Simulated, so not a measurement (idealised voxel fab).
The process module presented herein is designated voxel gate over fins.
Square cells of 5 nm make up the cross-section cut, whose width is 295 nm.
Throughout this document, each cross-section is represented as a grid of square cells and is presented as a sequence of bands enumerated from the top downward, where a band comprises one or more rows of cells. The entry gives the band's vertical extent as a top height and a bottom height in nm, then its horizontal make-up as materials from left to right, each with a width in nm. "empty" stands for empty space; a single material marked "everywhere" fills the band edge to edge. Convention: height 0 is the level below which the wafer, as received, is all one material. The lowest band does not terminate at the bottom but continues downward, represented as "z 0 and below". Think of "30 to 40" as a width that walks from the first number to the second as you go down the band, top row to bottom row, taking equal-sized steps from row to row. "everything unchanged" -> step changed no cross-section cell. The list in "Internal closed voids" covers empty spaces of 8 cells or more that cannot reach the top through any open way, and it gives each as width x height at distance; the distance is from the left edge, and width, height and distance are in nm. That trailing text on a step's line, after the settings, is the simulator's own remark on the step. overlay nm: mask right of planned place by this much (step with mask). Neg. = left.

## Intended process steps
1: RECEIVE [material Si]
2: CONFORMAL_DEP [material SiN] [thk nm 10]
3: DIRECTIONAL_DEP [material aC] [thk nm 15]
4: PATTERN [tone cover] [mask id FINS] [material resist] [width nm 15] [pitch nm 60] [thk nm 30] [overlay nm 0]
5: DIRECTIONAL_ETCH [etch materials aC] [depth nm 15]
6: STRIP [etch materials resist]
7: DIRECTIONAL_ETCH [etch materials SiN] [depth nm 10]
8: DIRECTIONAL_ETCH [etch materials Si] [depth nm 35]
9: STRIP [etch materials aC]
10: FILL_DEP [material SiO2] [thk nm 15]
11: CMP [height nm 10]
12: DIRECTIONAL_DEP [material aC] [thk nm 15]
13: PATTERN [tone open] [mask id RAIL] [material resist] [width nm 15] [thk nm 30] [overlay nm 0]
14: DIRECTIONAL_ETCH [etch materials aC] [depth nm 15]
15: STRIP [etch materials resist]
16: DIRECTIONAL_ETCH [etch materials SiO2] [depth nm 40]
17: STRIP [etch materials aC]
18: CONFORMAL_DEP [material TiN] [thk nm 5]
19: FILL_DEP [material W] [thk nm 10]
20: CMP [height nm 10]
21: SELECTIVE_ETCH [etch materials W Ru TiN] [depth nm 25]
22: FILL_DEP [material SiO2] [thk nm 5]
23: CMP [height nm 10]
24: SELECTIVE_ETCH [etch materials SiO2] [depth nm 20]
25: STRIP [etch materials SiN]
26: CONFORMAL_DEP [material HfO2] [thk nm 5]
27: CONFORMAL_DEP [material TiN] [thk nm 5]
28: CONFORMAL_DEP [material TiAl] [thk nm 5]
29: CONFORMAL_DEP [material TiN] [thk nm 5]
30: FILL_DEP [material W] [thk nm 10]
31: CMP [height nm 25]
32: CONFORMAL_DEP [material SiCN] [thk nm 5]

## Wafer, first of two, run as planned

## Cross-sectional view of the wafer in its as-received condition, corresponding to the state after step 1
- z 0 and below | Si everywhere
- Internal closed voids: none

## After step 2, in cross-section
- z 10 to 0 | SiN everywhere
- Everything below 0 is unchanged.

## After step 3, in cross-section
- z 25 to 10 | aC everywhere
- Everything below 10 is unchanged.

## After step 4, in cross-section
- z 55 to 25 | empty 110 nm, then resist 15 nm, then empty 45 nm, then resist 15 nm, then empty 110 nm
- Everything below 25 is unchanged.

## After step 5, in cross-section
- z 40 to 25 | empty 110 nm, then resist 15 nm, then empty 45 nm, then resist 15 nm, then empty 110 nm
- z 25 to 10 | empty 110 nm, then aC 15 nm, then empty 45 nm, then aC 15 nm, then empty 110 nm
- Everything below 10 is unchanged.

## After step 6, in cross-section
- z 25 to 10 | empty 110 nm, then aC 15 nm, then empty 45 nm, then aC 15 nm, then empty 110 nm
- Everything below 10 is unchanged.

## After step 7, in cross-section
- z 25 to 10 | empty 110 nm, then aC 15 nm, then empty 45 nm, then aC 15 nm, then empty 110 nm
- z 10 to 0 | empty 110 nm, then SiN 15 nm, then empty 45 nm, then SiN 15 nm, then empty 110 nm
- Everything below 0 is unchanged.

## After step 8, in cross-section
- z 25 to 10 | empty 110 nm, then aC 15 nm, then empty 45 nm, then aC 15 nm, then empty 110 nm
- z 10 to 0 | empty 110 nm, then SiN 15 nm, then empty 45 nm, then SiN 15 nm, then empty 110 nm
- z 0 to -35 | empty 110 nm, then Si 15 nm, then empty 45 nm, then Si 15 nm, then empty 110 nm
- Everything below -35 is unchanged.

## After step 9, in cross-section
- z 10 to 0 | empty 110 nm, then SiN 15 nm, then empty 45 nm, then SiN 15 nm, then empty 110 nm
- Everything below 0 is unchanged.

## After step 10, in cross-section
- z 25 to 10 | SiO2 everywhere
- z 10 to 0 | SiO2 110 nm, then SiN 15 nm, then SiO2 45 nm, then SiN 15 nm, then SiO2 110 nm
- z 0 to -35 | SiO2 110 nm, then Si 15 nm, then SiO2 45 nm, then Si 15 nm, then SiO2 110 nm
- Everything below -35 is unchanged.

## After step 11, in cross-section
- z 10 to 0 | SiO2 110 nm, then SiN 15 nm, then SiO2 45 nm, then SiN 15 nm, then SiO2 110 nm
- Everything below 0 is unchanged.

## After step 12, in cross-section
- z 25 to 10 | aC everywhere
- Everything below 10 is unchanged.

## After step 13, in cross-section
- z 55 to 25 | resist 140 nm, then empty 15 nm, then resist 140 nm
- Everything below 25 is unchanged.

## After step 14, in cross-section
- z 40 to 25 | resist 140 nm, then empty 15 nm, then resist 140 nm
- z 25 to 10 | aC 140 nm, then empty 15 nm, then aC 140 nm
- Everything below 10 is unchanged.

## After step 15, in cross-section
- z 25 to 10 | aC 140 nm, then empty 15 nm, then aC 140 nm
- Everything below 10 is unchanged.

## After step 16, in cross-section
- z 25 to 10 | aC 140 nm, then empty 15 nm, then aC 140 nm
- z 10 to 0 | SiO2 110 nm, then SiN 15 nm, then SiO2 15 nm, then empty 15 nm, then SiO2 15 nm, then SiN 15 nm, then SiO2 110 nm
- z 0 to -30 | SiO2 110 nm, then Si 15 nm, then SiO2 15 nm, then empty 15 nm, then SiO2 15 nm, then Si 15 nm, then SiO2 110 nm
- Everything below -30 is unchanged.

## After step 17, in cross-section
- z 10 to 0 | SiO2 110 nm, then SiN 15 nm, then SiO2 15 nm, then empty 15 nm, then SiO2 15 nm, then SiN 15 nm, then SiO2 110 nm
- Everything below 0 is unchanged.

## After step 18, in cross-section
- z 15 to 10 | TiN 145 nm, then empty 5 nm, then TiN 145 nm
- z 10 to 0 | SiO2 110 nm, then SiN 15 nm, then SiO2 15 nm, then TiN 5 nm, then empty 5 nm, then TiN 5 nm, then SiO2 15 nm, then SiN 15 nm, then SiO2 110 nm
- z 0 to -25 | SiO2 110 nm, then Si 15 nm, then SiO2 15 nm, then TiN 5 nm, then empty 5 nm, then TiN 5 nm, then SiO2 15 nm, then Si 15 nm, then SiO2 110 nm
- z -25 to -30 | SiO2 110 nm, then Si 15 nm, then SiO2 15 nm, then TiN 15 nm, then SiO2 15 nm, then Si 15 nm, then SiO2 110 nm
- Everything below -30 is unchanged.

## After step 19, in cross-section
- z 25 to 15 | W everywhere
- z 15 to 10 | TiN 145 nm, then W 5 nm, then TiN 145 nm
- z 10 to 0 | SiO2 110 nm, then SiN 15 nm, then SiO2 15 nm, then TiN 5 nm, then W 5 nm, then TiN 5 nm, then SiO2 15 nm, then SiN 15 nm, then SiO2 110 nm
- z 0 to -25 | SiO2 110 nm, then Si 15 nm, then SiO2 15 nm, then TiN 5 nm, then W 5 nm, then TiN 5 nm, then SiO2 15 nm, then Si 15 nm, then SiO2 110 nm
- Everything below -25 is unchanged.

## After step 20, in cross-section
- z 10 to 0 | SiO2 110 nm, then SiN 15 nm, then SiO2 15 nm, then TiN 5 nm, then W 5 nm, then TiN 5 nm, then SiO2 15 nm, then SiN 15 nm, then SiO2 110 nm
- Everything below 0 is unchanged.

## After step 21, in cross-section
- z 10 to 0 | SiO2 110 nm, then SiN 15 nm, then SiO2 15 nm, then empty 15 nm, then SiO2 15 nm, then SiN 15 nm, then SiO2 110 nm
- z 0 to -15 | SiO2 110 nm, then Si 15 nm, then SiO2 15 nm, then empty 15 nm, then SiO2 15 nm, then Si 15 nm, then SiO2 110 nm
- Everything below -15 is unchanged.

## After step 22, in cross-section
- z 15 to 10 | SiO2 everywhere
- z 10 to 0 | SiO2 110 nm, then SiN 15 nm, then SiO2 45 nm, then SiN 15 nm, then SiO2 110 nm
- z 0 to -15 | SiO2 110 nm, then Si 15 nm, then SiO2 45 nm, then Si 15 nm, then SiO2 110 nm
- Everything below -15 is unchanged.

## After step 23, in cross-section
- z 10 to 0 | SiO2 110 nm, then SiN 15 nm, then SiO2 45 nm, then SiN 15 nm, then SiO2 110 nm
- Everything below 0 is unchanged.

## After step 24, in cross-section
- z 10 to 0 | empty 110 nm, then SiN 15 nm, then empty 45 nm, then SiN 15 nm, then empty 110 nm
- z 0 to -10 | empty 110 nm, then Si 15 nm, then empty 45 nm, then Si 15 nm, then empty 110 nm
- Everything below -10 is unchanged.

## After step 25, in cross-section
- z 0 to -10 | empty 110 nm, then Si 15 nm, then empty 45 nm, then Si 15 nm, then empty 110 nm
- Everything below -10 is unchanged.

## After step 26, in cross-section
- z 5 to 0 | empty 105 nm, then HfO2 25 nm, then empty 35 nm, then HfO2 25 nm, then empty 105 nm
- z 0 to -5 | empty 105 nm, then HfO2 5 nm, then Si 15 nm, then HfO2 5 nm, then empty 35 nm, then HfO2 5 nm, then Si 15 nm, then HfO2 5 nm, then empty 105 nm
- z -5 to -10 | HfO2 110 nm, then Si 15 nm, then HfO2 45 nm, then Si 15 nm, then HfO2 110 nm
- Everything below -10 is unchanged.

## After step 27, in cross-section
- z 10 to 5 | empty 100 nm, then TiN 35 nm, then empty 25 nm, then TiN 35 nm, then empty 100 nm
- z 5 to 0 | empty 100 nm, then TiN 5 nm, then HfO2 25 nm, then TiN 5 nm, then empty 25 nm, then TiN 5 nm, then HfO2 25 nm, then TiN 5 nm, then empty 100 nm
- z 0 to -5 | TiN 105 nm, then HfO2 5 nm, then Si 15 nm, then HfO2 5 nm, then TiN 35 nm, then HfO2 5 nm, then Si 15 nm, then HfO2 5 nm, then TiN 105 nm
- Everything below -5 is unchanged.

## After step 28, in cross-section
- z 15 to 10 | empty 95 nm, then TiAl 45 nm, then empty 15 nm, then TiAl 45 nm, then empty 95 nm
- z 10 to 5 | empty 95 nm, then TiAl 5 nm, then TiN 35 nm, then TiAl 5 nm, then empty 15 nm, then TiAl 5 nm, then TiN 35 nm, then TiAl 5 nm, then empty 95 nm
- z 5 to 0 | TiAl 100 nm, then TiN 5 nm, then HfO2 25 nm, then TiN 5 nm, then TiAl 25 nm, then TiN 5 nm, then HfO2 25 nm, then TiN 5 nm, then TiAl 100 nm
- Everything below 0 is unchanged.

## After step 29, in cross-section
- z 20 to 15 | empty 90 nm, then TiN 55 nm, then empty 5 nm, then TiN 55 nm, then empty 90 nm
- z 15 to 10 | empty 90 nm, then TiN 5 nm, then TiAl 45 nm, then TiN 5 nm, then empty 5 nm, then TiN 5 nm, then TiAl 45 nm, then TiN 5 nm, then empty 90 nm
- z 10 to 5 | TiN 95 nm, then TiAl 5 nm, then TiN 35 nm, then TiAl 5 nm, then TiN 15 nm, then TiAl 5 nm, then TiN 35 nm, then TiAl 5 nm, then TiN 95 nm
- Everything below 5 is unchanged.

## After step 30, in cross-section
- z 30 to 20 | W everywhere
- z 20 to 15 | W 90 nm, then TiN 55 nm, then W 5 nm, then TiN 55 nm, then W 90 nm
- z 15 to 10 | W 90 nm, then TiN 5 nm, then TiAl 45 nm, then TiN 5 nm, then W 5 nm, then TiN 5 nm, then TiAl 45 nm, then TiN 5 nm, then W 90 nm
- Everything below 10 is unchanged.

## After step 31, in cross-section
- z 25 to 20 | W everywhere
- Everything below 20 is unchanged.

## After step 32, in cross-section
- z 30 to 25 | SiCN everywhere
- Everything below 25 is unchanged.

## Second of two: same start, same plan, one run error; steps up to and including 30 match the first

## Cross-section of the second wafer corresponding to the planned conclusion of step 31
- z 20 to 15 | W 90 nm, then TiN 55 nm, then W 5 nm, then TiN 55 nm, then W 90 nm
- Everything below 15 is unchanged.

## Cross-section of the second wafer corresponding to the planned conclusion of step 32
- z 25 to 20 | SiCN everywhere
- Everything below 20 is unchanged.
Plan not followed: contrary to plan, step 31 was performed as CMP [height nm 20]
at the end the second wafer has, in cells: 59 fewer of W
